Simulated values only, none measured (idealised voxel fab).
The following process module bears the name voxel self aligned vias.
Cross-sectional view cut (width: 155 nm; square cell size: 5 nm).
Cross-sections here: square-cell grids, written as top-down lists of bands, a band being one or more rows of cells. Band: top height; bottom height; in nm. Then, left to right: material with width in nm, for each material. "full width": a single material spanning edge to edge. "blank": empty space. Heights from 0 (as-received wafer is one material below). Bottom band endless downward, as "0..down". Top row gets the first number, bottom row gets the second, and each row in between changes by the same step: that is how a band width like "30..40" works. Take "remained the same" at face value: in the step it is given for, the cross-section changed in none of its cells. If an empty space has no open way to the top and is at least 8 cells in size, "Unvented voids" lists it, written width x height at distance, where distance is measured from the left edge and every value is in nm. On each step's line, the part that comes after the settings is the simulator's own comment on the step. "overlay nm" denotes, for a step that has a mask, the displacement of the mask to the right of its planned place, with negative values corresponding to the left.
THE STEPS PLANNED FOR THE PROCESS ARE AS FOLLOWS
1 RECEIVE: material Si
2 CONFORMAL_DEP: material SiO2, thk nm 15
3 CONFORMAL_DEP: material SiCN, thk nm 5
4 DIRECTIONAL_DEP: material SiO2, thk nm 20
5 DIRECTIONAL_DEP: material aC, thk nm 15
6 PATTERN: tone open, mask id LINES, material resist, width nm 20, pitch nm 70, thk nm 30, overlay nm 0
7 DIRECTIONAL_ETCH: etch materials aC, depth nm 15
8 STRIP: etch materials resist
9 DIRECTIONAL_ETCH: etch materials SiO2, depth nm 20
10 STRIP: etch materials aC
11 CONFORMAL_DEP: material TiN, thk nm 5
12 FILL_DEP: material W, thk nm 10
13 CMP: height nm 40
14 SELECTIVE_ETCH: etch materials W Ru TiN, depth nm 5
15 FILL_DEP: material SiN, thk nm 10
16 CMP: height nm 40
17 DIRECTIONAL_DEP: material SiO2, thk nm 20
18 DIRECTIONAL_DEP: material aC, thk nm 10
19 PATTERN: tone open, mask id VIAS, material resist, width nm 40, thk nm 30, overlay nm -5
20 DIRECTIONAL_ETCH: etch materials aC, depth nm 10
21 STRIP: etch materials resist
22 DIRECTIONAL_ETCH: etch materials SiO2, depth nm 20
23 DIRECTIONAL_ETCH: etch materials SiN, depth nm 5
24 STRIP: etch materials aC
25 CONFORMAL_DEP: material TiN, thk nm 5
26 FILL_DEP: material Cu, thk nm 5
27 CMP: height nm 60
28 CONFORMAL_DEP: material SiN, thk nm 5
The wafers in this document start out alike and differ in the overlay nm applied at step 19; the plan shows the value used for the first wafer.
CROSS-SECTION OF THE FIRST OF SEVERAL RECEIVED WAFERS, SHOWING ITS STATE AFTER STEP 1
- 0..down | Si full width
- Unvented voids: none
CROSS-SECTION OF THE FIRST OF SEVERAL WAFERS, TAKEN AFTER STEP 28, WHERE THE MODULE ENDS
- 65..60 | SiN full width
- 60..45 | 15 of SiO2; 5 of TiN; 30 of Cu; 5 of TiN; 100 of SiO2
- 45..40 | 15 of SiO2; 20 of TiN; 10 of Cu; 10 of TiN; 100 of SiO2
- 40..35 | 30 of SiO2; 20 of TiN; 50 of SiO2; 20 of SiN; 35 of SiO2
- 35..25 | 30 of SiO2; 5 of TiN; 10 of W; 5 of TiN; 50 of SiO2; 5 of TiN; 10 of W; 5 of TiN; 35 of SiO2
- 25..20 | 30 of SiO2; 20 of TiN; 50 of SiO2; 20 of TiN; 35 of SiO2
- 20..15 | SiCN full width
- 15..0 | SiO2 full width
- 0..down | Si full width
- Unvented voids: none
SECTIONAL VIEW OF THE LAST WAFER UPON COMPLETION OF THE MODULE
- 65..60 | SiN full width
- 60..45 | 35 of SiO2; 5 of TiN; 30 of Cu; 5 of TiN; 80 of SiO2
- 45..40 | 35 of SiO2; 5 of TiN; 5 of Cu; 30 of TiN; 80 of SiO2
- 40..35 | 30 of SiO2; 5 of SiN; 15 of TiN; 50 of SiO2; 20 of SiN; 35 of SiO2
- 35..25 | 30 of SiO2; 5 of TiN; 10 of W; 5 of TiN; 50 of SiO2; 5 of TiN; 10 of W; 5 of TiN; 35 of SiO2
- 25..20 | 30 of SiO2; 20 of TiN; 50 of SiO2; 20 of TiN; 35 of SiO2
- 20..15 | SiCN full width
- 15..0 | SiO2 full width
- 0..down | Si full width
- Unvented voids: none
EACH WAFER AT THE END: CELLS OF EACH MATERIAL GAINED (+) OR LOST (-) SINCE IT WAS RECEIVED, THEN ITS CLOSED VOIDS
overlay nm -5 | +20 Cu | +31 SiCN | +35 SiN | +277 SiO2 | +32 TiN | +8 W | Unvented voids: none
overlay nm 0 | +20 Cu | +31 SiCN | +35 SiN | +277 SiO2 | +32 TiN | +8 W | Unvented voids: none
overlay nm 5 | +20 Cu | +31 SiCN | +35 SiN | +277 SiO2 | +32 TiN | +8 W | Unvented voids: none
overlay nm 10 | +20 Cu | +31 SiCN | +35 SiN | +277 SiO2 | +32 TiN | +8 W | Unvented voids: none
overlay nm 15 | +19 Cu | +31 SiCN | +36 SiN | +277 SiO2 | +32 TiN | +8 W | Unvented voids: none
